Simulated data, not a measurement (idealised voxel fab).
process module | voxel spacer lines
cross-section cut | 280 nm wide | cells 5 nm
A cross-section is a grid of square cells, given in bands from the top down. A band is one or more rows of cells.
Each band's line starts with the height of the band's top and of its bottom, in nm. Then come its materials from left to right, each with its width in nm. One material with "throughout" fills the band from edge to edge. "air" is empty space.
Height 0 is the level under which the wafer as received is all one material. The lowest band goes on downwards, as in "0 down".
A width such as "30 to 40" changes by the same amount from each row of cells to the next, from the band's top row to its bottom row.
"no change" after a step means that no cell of the cross-section changed.
closed voids: empty space of 8 cells or more with no open way to the top, each as width x height at its distance from the left edge, in nm
after a step's settings: what the simulator itself notes on the step
overlay nm, on a step with a mask: how far to the right of its planned place the mask lay; to the left if negative
Each pair below shows a cross-section before one step and the cross-section after it, down to the lowest band that changed. The line under each pair gives the step between them, with its settings. The pairs can come from different runs of this module on the same starting wafer, so a pair continues from the pair above only where its "before" says so.
before
  0 down: Si throughout
  closed voids: none
after
  5 to 0: Al2O3 throughout
  below 0: unchanged
  closed voids: none
the step between: op CONFORMAL_DEP | material Al2O3 | thk nm 5
before: the cross-section after the pair above
after
  20 to 5: SiN throughout
  below 5: unchanged
  closed voids: none
the step between: op DIRECTIONAL_DEP | material SiN | thk nm 15
before: the cross-section after the pair above
after
  45 to 20: polySi throughout
  below 20: unchanged
  closed voids: none
the step between: op DIRECTIONAL_DEP | material polySi | thk nm 25
before: the cross-section after the pair above
after
  75 to 45: air 55 | resist 25 | air 45 | resist 25 | air 45 | resist 25 | air 60
  below 45: unchanged
  closed voids: none
the step between: op PATTERN | tone cover | mask id MANDREL | material resist | width nm 25 | pitch nm 70 | thk nm 30 | overlay nm 0
before: the cross-section after the pair above
after
  75 to 45: air 55 | resist 25 | air 45 | resist 25 | air 45 | resist 25 | air 60
  45 to 20: air 55 | polySi 25 | air 45 | polySi 25 | air 45 | polySi 25 | air 60
  below 20: unchanged
  closed voids: none
the step between: op DIRECTIONAL_ETCH | etch materials polySi | depth nm 25
before: the cross-section after the pair above
after
  45 to 20: air 55 | polySi 25 | air 45 | polySi 25 | air 45 | polySi 25 | air 60
  below 20: unchanged
  closed voids: none
the step between: op STRIP | etch materials resist
before: the cross-section after the pair above
after
  55 to 45: air 45 | SiO2 45 | air 25 | SiO2 45 | air 25 | SiO2 45 | air 50
  45 to 30: air 45 | SiO2 10 | polySi 25 | SiO2 10 | air 25 | SiO2 10 | polySi 25 | SiO2 10 | air 25 | SiO2 10 | polySi 25 | SiO2 10 | air 50
  30 to 20: SiO2 55 | polySi 25 | SiO2 45 | polySi 25 | SiO2 45 | polySi 25 | SiO2 60
  below 20: unchanged
  closed voids: none
the step between: op CONFORMAL_DEP | material SiO2 | thk nm 10
before: the cross-section after the pair above
after
  45 to 20: air 45 | SiO2 10 | polySi 25 | SiO2 10 | air 25 | SiO2 10 | polySi 25 | SiO2 10 | air 25 | SiO2 10 | polySi 25 | SiO2 10 | air 50
  below 20: unchanged
  closed voids: none
the step between: op DIRECTIONAL_ETCH | etch materials SiO2 | depth nm 10
before: the cross-section after the pair above
after
  45 to 20: air 45 | SiO2 10 | air 25 | SiO2 10 | air 25 | SiO2 10 | air 25 | SiO2 10 | air 25 | SiO2 10 | air 25 | SiO2 10 | air 50
  below 20: unchanged
  closed voids: none
the step between: op STRIP | etch materials polySi
before: the cross-section after the pair above
after
  45 to 20: air 45 | SiO2 10 | air 25 | SiO2 10 | air 25 | SiO2 10 | air 25 | SiO2 10 | air 25 | SiO2 10 | air 25 | SiO2 10 | air 50
  20 to 5: air 45 | SiN 10 | air 25 | SiN 10 | air 25 | SiN 10 | air 25 | SiN 10 | air 25 | SiN 10 | air 25 | SiN 10 | air 50
  below 5: unchanged
  closed voids: none
the step between: op DIRECTIONAL_ETCH | etch materials SiN | depth nm 15
before: the cross-section after the pair above
after
  20 to 5: air 45 | SiN 10 | air 25 | SiN 10 | air 25 | SiN 10 | air 25 | SiN 10 | air 25 | SiN 10 | air 25 | SiN 10 | air 50
  below 5: unchanged
  closed voids: none
the step between: op STRIP | etch materials SiO2
before
  0 down: Si throughout
  closed voids: none
after
  15 to 0: SiN throughout
  below 0: unchanged
  closed voids: none
the step between: op DIRECTIONAL_DEP | material SiN | thk nm 15
before: the cross-section after the pair above
after
  40 to 15: polySi throughout
  below 15: unchanged
  closed voids: none
the step between: op DIRECTIONAL_DEP | material polySi | thk nm 25
before: the cross-section after the pair above
after
  70 to 40: air 55 | resist 25 | air 45 | resist 25 | air 45 | resist 25 | air 60
  below 40: unchanged
  closed voids: none
the step between: op PATTERN | tone cover | mask id MANDREL | material resist | width nm 25 | pitch nm 70 | thk nm 30 | overlay nm 0
before: the cross-section after the pair above
after
  70 to 40: air 55 | resist 25 | air 45 | resist 25 | air 45 | resist 25 | air 60
  40 to 15: air 55 | polySi 25 | air 45 | polySi 25 | air 45 | polySi 25 | air 60
  below 15: unchanged
  closed voids: none
the step between: op DIRECTIONAL_ETCH | etch materials polySi | depth nm 25
before: the cross-section after the pair above
after
  40 to 15: air 55 | polySi 25 | air 45 | polySi 25 | air 45 | polySi 25 | air 60
  below 15: unchanged
  closed voids: none
the step between: op STRIP | etch materials resist
before: the cross-section after the pair above
after
  50 to 40: air 45 | SiO2 45 | air 25 | SiO2 45 | air 25 | SiO2 45 | air 50
  40 to 25: air 45 | SiO2 10 | polySi 25 | SiO2 10 | air 25 | SiO2 10 | polySi 25 | SiO2 10 | air 25 | SiO2 10 | polySi 25 | SiO2 10 | air 50
  25 to 15: SiO2 55 | polySi 25 | SiO2 45 | polySi 25 | SiO2 45 | polySi 25 | SiO2 60
  below 15: unchanged
  closed voids: none
the step between: op CONFORMAL_DEP | material SiO2 | thk nm 10
before: the cross-section after the pair above
after
  40 to 15: air 45 | SiO2 10 | polySi 25 | SiO2 10 | air 25 | SiO2 10 | polySi 25 | SiO2 10 | air 25 | SiO2 10 | polySi 25 | SiO2 10 | air 50
  below 15: unchanged
  closed voids: none
the step between: op DIRECTIONAL_ETCH | etch materials SiO2 | depth nm 10
before: the cross-section after the pair above
after
  40 to 15: air 45 | SiO2 10 | air 25 | SiO2 10 | air 25 | SiO2 10 | air 25 | SiO2 10 | air 25 | SiO2 10 | air 25 | SiO2 10 | air 50
  below 15: unchanged
  closed voids: none
the step between: op STRIP | etch materials polySi
before: the cross-section after the pair above
after
  40 to 15: air 45 | SiO2 10 | air 25 | SiO2 10 | air 25 | SiO2 10 | air 25 | SiO2 10 | air 25 | SiO2 10 | air 25 | SiO2 10 | air 50
  15 to 0: air 45 | SiN 10 | air 25 | SiN 10 | air 25 | SiN 10 | air 25 | SiN 10 | air 25 | SiN 10 | air 25 | SiN 10 | air 50
  below 0: unchanged
  closed voids: none
the step between: op DIRECTIONAL_ETCH | etch materials SiN | depth nm 15
before: the cross-section after the pair above
after
  15 to 0: air 45 | SiN 10 | air 25 | SiN 10 | air 25 | SiN 10 | air 25 | SiN 10 | air 25 | SiN 10 | air 25 | SiN 10 | air 50
  below 0: unchanged
  closed voids: none
the step between: op STRIP | etch materials SiO2
before
  20 to 5: SiN throughout
  5 to 0: Al2O3 throughout
  0 down: Si throughout
  closed voids: none
after
  35 to 5: SiN throughout
  below 5: unchanged
  closed voids: none
the step between: op DIRECTIONAL_DEP | material SiN | thk nm 15
before: the cross-section after the pair above
after
  60 to 35: polySi throughout
  below 35: unchanged
  closed voids: none
the step between: op DIRECTIONAL_DEP | material polySi | thk nm 25
before: the cross-section after the pair above
after
  90 to 60: air 55 | resist 25 | air 45 | resist 25 | air 45 | resist 25 | air 60
  below 60: unchanged
  closed voids: none
the step between: op PATTERN | tone cover | mask id MANDREL | material resist | width nm 25 | pitch nm 70 | thk nm 30 | overlay nm 0
before: the cross-section after the pair above
after
  90 to 60: air 55 | resist 25 | air 45 | resist 25 | air 45 | resist 25 | air 60
  60 to 35: air 55 | polySi 25 | air 45 | polySi 25 | air 45 | polySi 25 | air 60
  below 35: unchanged
  closed voids: none
the step between: op DIRECTIONAL_ETCH | etch materials polySi | depth nm 25
before: the cross-section after the pair above
after
  60 to 35: air 55 | polySi 25 | air 45 | polySi 25 | air 45 | polySi 25 | air 60
  below 35: unchanged
  closed voids: none
the step between: op STRIP | etch materials resist
before: the cross-section after the pair above
after
  70 to 60: air 45 | SiO2 45 | air 25 | SiO2 45 | air 25 | SiO2 45 | air 50
  60 to 45: air 45 | SiO2 10 | polySi 25 | SiO2 10 | air 25 | SiO2 10 | polySi 25 | SiO2 10 | air 25 | SiO2 10 | polySi 25 | SiO2 10 | air 50
  45 to 35: SiO2 55 | polySi 25 | SiO2 45 | polySi 25 | SiO2 45 | polySi 25 | SiO2 60
  below 35: unchanged
  closed voids: none
the step between: op CONFORMAL_DEP | material SiO2 | thk nm 10
before: the cross-section after the pair above
after
  60 to 35: air 45 | SiO2 10 | polySi 25 | SiO2 10 | air 25 | SiO2 10 | polySi 25 | SiO2 10 | air 25 | SiO2 10 | polySi 25 | SiO2 10 | air 50
  below 35: unchanged
  closed voids: none
the step between: op DIRECTIONAL_ETCH | etch materials SiO2 | depth nm 10
before: the cross-section after the pair above
after
  60 to 35: air 45 | SiO2 10 | air 25 | SiO2 10 | air 25 | SiO2 10 | air 25 | SiO2 10 | air 25 | SiO2 10 | air 25 | SiO2 10 | air 50
  below 35: unchanged
  closed voids: none
the step between: op STRIP | etch materials polySi
before: the cross-section after the pair above
after
  60 to 35: air 45 | SiO2 10 | air 25 | SiO2 10 | air 25 | SiO2 10 | air 25 | SiO2 10 | air 25 | SiO2 10 | air 25 | SiO2 10 | air 50
  35 to 20: air 45 | SiN 10 | air 25 | SiN 10 | air 25 | SiN 10 | air 25 | SiN 10 | air 25 | SiN 10 | air 25 | SiN 10 | air 50
  below 20: unchanged
  closed voids: none
the step between: op DIRECTIONAL_ETCH | etch materials SiN | depth nm 15
before: the cross-section after the pair above
after
  35 to 20: air 45 | SiN 10 | air 25 | SiN 10 | air 25 | SiN 10 | air 25 | SiN 10 | air 25 | SiN 10 | air 25 | SiN 10 | air 50
  below 20: unchanged
  closed voids: none
the step between: op STRIP | etch materials SiO2
before
  5 to 0: Al2O3 throughout
  0 down: Si throughout
  closed voids: none
after
  30 to 5: polySi throughout
  below 5: unchanged
  closed voids: none
the step between: op DIRECTIONAL_DEP | material polySi | thk nm 25
before: the cross-section after the pair above
after
  45 to 30: SiN throughout
  below 30: unchanged
  closed voids: none
the step between: op DIRECTIONAL_DEP | material SiN | thk nm 15
before: the cross-section after the pair above
after
  75 to 45: air 55 | resist 25 | air 45 | resist 25 | air 45 | resist 25 | air 60
  below 45: unchanged
  closed voids: none
the step between: op PATTERN | tone cover | mask id MANDREL | material resist | width nm 25 | pitch nm 70 | thk nm 30 | overlay nm 0
before: the cross-section after the pair above
after
  45 to 30: SiN throughout
  below 30: unchanged
  closed voids: none
the step between: op STRIP | etch materials resist
before: the cross-section after the pair above
after
  55 to 45: SiO2 throughout
  below 45: unchanged
  closed voids: none
the step between: op CONFORMAL_DEP | material SiO2 | thk nm 10
before: the cross-section after the pair above
after
  45 to 30: SiN throughout
  below 30: unchanged
  closed voids: none
the step between: op DIRECTIONAL_ETCH | etch materials SiO2 | depth nm 10
before: the cross-section after the pair above
after
  30 to 5: polySi throughout
  below 5: unchanged
  closed voids: none
the step between: op DIRECTIONAL_ETCH | etch materials SiN | depth nm 15
before
  45 to 20: air 45 | SiO2 10 | air 25 | SiO2 10 | air 25 | SiO2 10 | air 25 | SiO2 10 | air 25 | SiO2 10 | air 25 | SiO2 10 | air 50
  20 to 5: SiN throughout
  5 to 0: Al2O3 throughout
  0 down: Si throughout
  closed voids: none
after
  45 to 20: air 45 | SiO2 10 | air 25 | SiO2 10 | air 25 | SiO2 10 | air 25 | SiO2 10 | air 25 | SiO2 10 | air 25 | SiO2 10 | air 50
  20 to 10: air 45 | SiN 10 | air 25 | SiN 10 | air 25 | SiN 10 | air 25 | SiN 10 | air 25 | SiN 10 | air 25 | SiN 10 | air 50
  below 10: unchanged
  closed voids: none
the step between: op DIRECTIONAL_ETCH | etch materials SiN | depth nm 10
before: the cross-section after the pair above
after
  20 to 10: air 45 | SiN 10 | air 25 | SiN 10 | air 25 | SiN 10 | air 25 | SiN 10 | air 25 | SiN 10 | air 25 | SiN 10 | air 50
  below 10: unchanged
  closed voids: none
the step between: op STRIP | etch materials SiO2
before
  45 to 20: polySi throughout
  20 to 5: SiN throughout
  5 to 0: Al2O3 throughout
  0 down: Si throughout
  closed voids: none
after
  75 to 45: air 55 | resist 30 | air 40 | resist 30 | air 40 | resist 30 | air 55
  below 45: unchanged
  closed voids: none
the step between: op PATTERN | tone cover | mask id MANDREL | material resist | width nm 30 | pitch nm 70 | thk nm 30 | overlay nm 0
before: the cross-section after the pair above
after
  75 to 45: air 55 | resist 30 | air 40 | resist 30 | air 40 | resist 30 | air 55
  45 to 20: air 55 | polySi 30 | air 40 | polySi 30 | air 40 | polySi 30 | air 55
  below 20: unchanged
  closed voids: none
the step between: op DIRECTIONAL_ETCH | etch materials polySi | depth nm 25
before: the cross-section after the pair above
after
  45 to 20: air 55 | polySi 30 | air 40 | polySi 30 | air 40 | polySi 30 | air 55
  below 20: unchanged
  closed voids: none
the step between: op STRIP | etch materials resist
before: the cross-section after the pair above
after
  55 to 45: air 45 | SiO2 50 | air 20 | SiO2 50 | air 20 | SiO2 50 | air 45
  45 to 30: air 45 | SiO2 10 | polySi 30 | SiO2 10 | air 20 | SiO2 10 | polySi 30 | SiO2 10 | air 20 | SiO2 10 | polySi 30 | SiO2 10 | air 45
  30 to 20: SiO2 55 | polySi 30 | SiO2 40 | polySi 30 | SiO2 40 | polySi 30 | SiO2 55
  below 20: unchanged
  closed voids: none
the step between: op CONFORMAL_DEP | material SiO2 | thk nm 10
before: the cross-section after the pair above
after
  45 to 20: air 45 | SiO2 10 | polySi 30 | SiO2 10 | air 20 | SiO2 10 | polySi 30 | SiO2 10 | air 20 | SiO2 10 | polySi 30 | SiO2 10 | air 45
  below 20: unchanged
  closed voids: none
the step between: op DIRECTIONAL_ETCH | etch materials SiO2 | depth nm 10
before: the cross-section after the pair above
after
  45 to 20: air 45 | SiO2 10 | air 30 | SiO2 10 | air 20 | SiO2 10 | air 30 | SiO2 10 | air 20 | SiO2 10 | air 30 | SiO2 10 | air 45
  below 20: unchanged
  closed voids: none
the step between: op STRIP | etch materials polySi
before: the cross-section after the pair above
after
  45 to 20: air 45 | SiO2 10 | air 30 | SiO2 10 | air 20 | SiO2 10 | air 30 | SiO2 10 | air 20 | SiO2 10 | air 30 | SiO2 10 | air 45
  20 to 5: air 45 | SiN 10 | air 30 | SiN 10 | air 20 | SiN 10 | air 30 | SiN 10 | air 20 | SiN 10 | air 30 | SiN 10 | air 45
  below 5: unchanged
  closed voids: none
the step between: op DIRECTIONAL_ETCH | etch materials SiN | depth nm 15
before: the cross-section after the pair above
after
  20 to 5: air 45 | SiN 10 | air 30 | SiN 10 | air 20 | SiN 10 | air 30 | SiN 10 | air 20 | SiN 10 | air 30 | SiN 10 | air 45
  below 5: unchanged
  closed voids: none
the step between: op STRIP | etch materials SiO2
before
  45 to 20: polySi throughout
  20 to 5: SiN throughout
  5 to 0: Al2O3 throughout
  0 down: Si throughout
  closed voids: none
after
  75 to 45: air 45 | resist 25 | air 45 | resist 25 | air 45 | resist 25 | air 70
  below 45: unchanged
  closed voids: none
the step between: op PATTERN | tone cover | mask id MANDREL | material resist | width nm 25 | pitch nm 70 | thk nm 30 | overlay nm -10
before: the cross-section after the pair above
after
  75 to 45: air 45 | resist 25 | air 45 | resist 25 | air 45 | resist 25 | air 70
  45 to 20: air 45 | polySi 25 | air 45 | polySi 25 | air 45 | polySi 25 | air 70
  below 20: unchanged
  closed voids: none
the step between: op DIRECTIONAL_ETCH | etch materials polySi | depth nm 25
before: the cross-section after the pair above
after
  45 to 20: air 45 | polySi 25 | air 45 | polySi 25 | air 45 | polySi 25 | air 70
  below 20: unchanged
  closed voids: none
the step between: op STRIP | etch materials resist
before: the cross-section after the pair above
after
  55 to 45: air 35 | SiO2 45 | air 25 | SiO2 45 | air 25 | SiO2 45 | air 60
  45 to 30: air 35 | SiO2 10 | polySi 25 | SiO2 10 | air 25 | SiO2 10 | polySi 25 | SiO2 10 | air 25 | SiO2 10 | polySi 25 | SiO2 10 | air 60
  30 to 20: SiO2 45 | polySi 25 | SiO2 45 | polySi 25 | SiO2 45 | polySi 25 | SiO2 70
  below 20: unchanged
  closed voids: none
the step between: op CONFORMAL_DEP | material SiO2 | thk nm 10
before: the cross-section after the pair above
after
  45 to 20: air 35 | SiO2 10 | polySi 25 | SiO2 10 | air 25 | SiO2 10 | polySi 25 | SiO2 10 | air 25 | SiO2 10 | polySi 25 | SiO2 10 | air 60
  below 20: unchanged
  closed voids: none
the step between: op DIRECTIONAL_ETCH | etch materials SiO2 | depth nm 10
before: the cross-section after the pair above
after
  45 to 20: air 35 | SiO2 10 | air 25 | SiO2 10 | air 25 | SiO2 10 | air 25 | SiO2 10 | air 25 | SiO2 10 | air 25 | SiO2 10 | air 60
  below 20: unchanged
  closed voids: none
the step between: op STRIP | etch materials polySi
before: the cross-section after the pair above
after
  45 to 20: air 35 | SiO2 10 | air 25 | SiO2 10 | air 25 | SiO2 10 | air 25 | SiO2 10 | air 25 | SiO2 10 | air 25 | SiO2 10 | air 60
  20 to 5: air 35 | SiN 10 | air 25 | SiN 10 | air 25 | SiN 10 | air 25 | SiN 10 | air 25 | SiN 10 | air 25 | SiN 10 | air 60
  below 5: unchanged
  closed voids: none
the step between: op DIRECTIONAL_ETCH | etch materials SiN | depth nm 15
before: the cross-section after the pair above
after
  20 to 5: air 35 | SiN 10 | air 25 | SiN 10 | air 25 | SiN 10 | air 25 | SiN 10 | air 25 | SiN 10 | air 25 | SiN 10 | air 60
  below 5: unchanged
  closed voids: none
the step between: op STRIP | etch materials SiO2
before
  45 to 20: air 55 | polySi 25 | air 45 | polySi 25 | air 45 | polySi 25 | air 60
  20 to 5: SiN throughout
  5 to 0: Al2O3 throughout
  0 down: Si throughout
  closed voids: none
after
  55 to 45: air 45 | Al2O3 45 | air 25 | Al2O3 45 | air 25 | Al2O3 45 | air 50
  45 to 30: air 45 | Al2O3 10 | polySi 25 | Al2O3 10 | air 25 | Al2O3 10 | polySi 25 | Al2O3 10 | air 25 | Al2O3 10 | polySi 25 | Al2O3 10 | air 50
  30 to 20: Al2O3 55 | polySi 25 | Al2O3 45 | polySi 25 | Al2O3 45 | polySi 25 | Al2O3 60
  below 20: unchanged
  closed voids: none
the step between: op CONFORMAL_DEP | material Al2O3 | thk nm 10
before
  45 to 20: polySi throughout
  20 to 5: SiN throughout
  5 to 0: Al2O3 throughout
  0 down: Si throughout
  closed voids: none
after
  75 to 45: resist 55 | air 25 | resist 45 | air 25 | resist 45 | air 25 | resist 60
  below 45: unchanged
  closed voids: none
the step between: op PATTERN | tone open | mask id MANDREL | material resist | width nm 25 | pitch nm 70 | thk nm 30 | overlay nm 0
before: the cross-section after the pair above
after
  75 to 45: resist 55 | air 25 | resist 45 | air 25 | resist 45 | air 25 | resist 60
  45 to 20: polySi 55 | air 25 | polySi 45 | air 25 | polySi 45 | air 25 | polySi 60
  below 20: unchanged
  closed voids: none
the step between: op DIRECTIONAL_ETCH | etch materials polySi | depth nm 25
before: the cross-section after the pair above
after
  45 to 20: polySi 55 | air 25 | polySi 45 | air 25 | polySi 45 | air 25 | polySi 60
  below 20: unchanged
  closed voids: none
the step between: op STRIP | etch materials resist
before: the cross-section after the pair above
after
  55 to 45: SiO2 65 | air 5 | SiO2 65 | air 5 | SiO2 65 | air 5 | SiO2 70
  45 to 30: polySi 55 | SiO2 10 | air 5 | SiO2 10 | polySi 45 | SiO2 10 | air 5 | SiO2 10 | polySi 45 | SiO2 10 | air 5 | SiO2 10 | polySi 60
  30 to 20: polySi 55 | SiO2 25 | polySi 45 | SiO2 25 | polySi 45 | SiO2 25 | polySi 60
  below 20: unchanged
  closed voids: none
the step between: op CONFORMAL_DEP | material SiO2 | thk nm 10
before: the cross-section after the pair above
after
  45 to 20: polySi 55 | SiO2 10 | air 5 | SiO2 10 | polySi 45 | SiO2 10 | air 5 | SiO2 10 | polySi 45 | SiO2 10 | air 5 | SiO2 10 | polySi 60
  below 20: unchanged
  closed voids: none
the step between: op DIRECTIONAL_ETCH | etch materials SiO2 | depth nm 10
before: the cross-section after the pair above
after
  45 to 20: air 55 | SiO2 10 | air 5 | SiO2 10 | air 45 | SiO2 10 | air 5 | SiO2 10 | air 45 | SiO2 10 | air 5 | SiO2 10 | air 60
  below 20: unchanged
  closed voids: none
the step between: op STRIP | etch materials polySi
before: the cross-section after the pair above
after
  45 to 20: air 55 | SiO2 10 | air 5 | SiO2 10 | air 45 | SiO2 10 | air 5 | SiO2 10 | air 45 | SiO2 10 | air 5 | SiO2 10 | air 60
  20 to 5: air 55 | SiN 10 | air 5 | SiN 10 | air 45 | SiN 10 | air 5 | SiN 10 | air 45 | SiN 10 | air 5 | SiN 10 | air 60
  below 5: unchanged
  closed voids: none
the step between: op DIRECTIONAL_ETCH | etch materials SiN | depth nm 15
before: the cross-section after the pair above
after
  20 to 5: air 55 | SiN 10 | air 5 | SiN 10 | air 45 | SiN 10 | air 5 | SiN 10 | air 45 | SiN 10 | air 5 | SiN 10 | air 60
  below 5: unchanged
  closed voids: none
the step between: op STRIP | etch materials SiO2
